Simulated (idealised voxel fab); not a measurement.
The following is a process module called voxel gate over fins.
Section shown: cut. Width: 275 nm. Cell size: 5 nm, square.
Cross-section, as written here: a square-cell grid given band by band from the top down, where a band holds one or more rows of cells.
The entry gives the band's vertical extent as a top height and a bottom height in nm, then its horizontal make-up as materials from left to right, each with a width in nm. "blank" stands for empty space; a single material marked "all across" fills the band edge to edge.
A quick word on heights: they are counted from 0, and under that level the wafer as it came to us is one material throughout. The lowest band is different from the rest in having no bottom; it simply continues downward, written as in "0..down".
With a width like "30->40", each row of cells in the band differs from the next by the same amount, the top row carrying the first number and the bottom row the second.
Step note "no alterations made" = no cross-section cell changed.
Look at "Voids, enclosed" for the closed voids: empty spaces with no open path to the top, sized 8 cells or up. Each is width x height at distance, distance from the left edge, all nm.
Text after the settings on a step's line: the simulator's own remark on that step.
"overlay nm", when on a step's line for a step with a mask, measures how far to the right of its planned place the mask lay; a negative measure means to the left.
[The planned process steps are enumerated hereunder]
| 1 | RECEIVE: material Si |
| 2 | CONFORMAL_DEP: material SiN, thk nm 10 |
| 3 | DIRECTIONAL_DEP: material aC, thk nm 15 |
| 4 | PATTERN: tone cover, mask id FINS, material resist, width nm 15, pitch nm 50, thk nm 35, overlay nm 0 |
| 5 | DIRECTIONAL_ETCH: etch materials aC, depth nm 15 |
| 6 | STRIP: etch materials resist |
| 7 | DIRECTIONAL_ETCH: etch materials SiN, depth nm 10 |
| 8 | DIRECTIONAL_ETCH: etch materials Si, depth nm 40 |
| 9 | STRIP: etch materials aC |
| 10 | OXIDIZE: depth nm 5 |
| 11 | FILL_DEP: material SiO2, thk nm 15 |
| 12 | CMP: height nm 10 |
| 13 | MASKED_ETCH: tone open, mask id RAIL, width nm 15, etch materials SiO2, depth nm 45, overlay nm 0 |
| 14 | CONFORMAL_DEP: material TiN, thk nm 5 |
| 15 | FILL_DEP: material W, thk nm 10 |
| 16 | CMP: height nm 10 |
| 17 | SELECTIVE_ETCH: etch materials W Ru TiN, depth nm 30 |
| 18 | FILL_DEP: material SiO2, thk nm 5 |
| 19 | CMP: height nm 10 |
| 20 | SELECTIVE_ETCH: etch materials SiO2, depth nm 20 |
| 21 | STRIP: etch materials SiN |
| 22 | CONFORMAL_DEP: material HfO2, thk nm 5 |
| 23 | CONFORMAL_DEP: material TiN, thk nm 5 |
| 24 | CONFORMAL_DEP: material TiAl, thk nm 5 |
| 25 | CONFORMAL_DEP: material TiN, thk nm 5 |
| 26 | FILL_DEP: material W, thk nm 15 |
| 27 | CMP: height nm 30 |
| 28 | CONFORMAL_DEP: material SiCN, thk nm 10 |
The value of width nm given for step 4 in the plan refers to the first wafer; the wafers vary in this setting and are alike at the start.
[Cross-section of the first incoming wafer of several, state after step 1]
    0..down: Si all across
    Voids, enclosed: none
[The table below has one row for each wafer; a row shows, as of the end of the module, how many cells of each material the wafer has gained, marked (+), or lost, marked (-), since it was received, and then the wafer's closed voids]
width nm 15 | +63 HfO2 | -477 Si | +110 SiCN | +362 SiO2 | +63 TiAl | +133 TiN | +186 W | Voids, enclosed: none
width nm 20 | +63 HfO2 | -459 Si | +110 SiCN | +348 SiO2 | +63 TiAl | +133 TiN | +182 W | Voids, enclosed: none
width nm 25 | +63 HfO2 | -441 Si | +110 SiCN | +334 SiO2 | +63 TiAl | +131 TiN | +180 W | Voids, enclosed: none
width nm 30 | +63 HfO2 | -423 Si | +110 SiCN | +320 SiO2 | +63 TiAl | +129 TiN | +178 W | Voids, enclosed: none
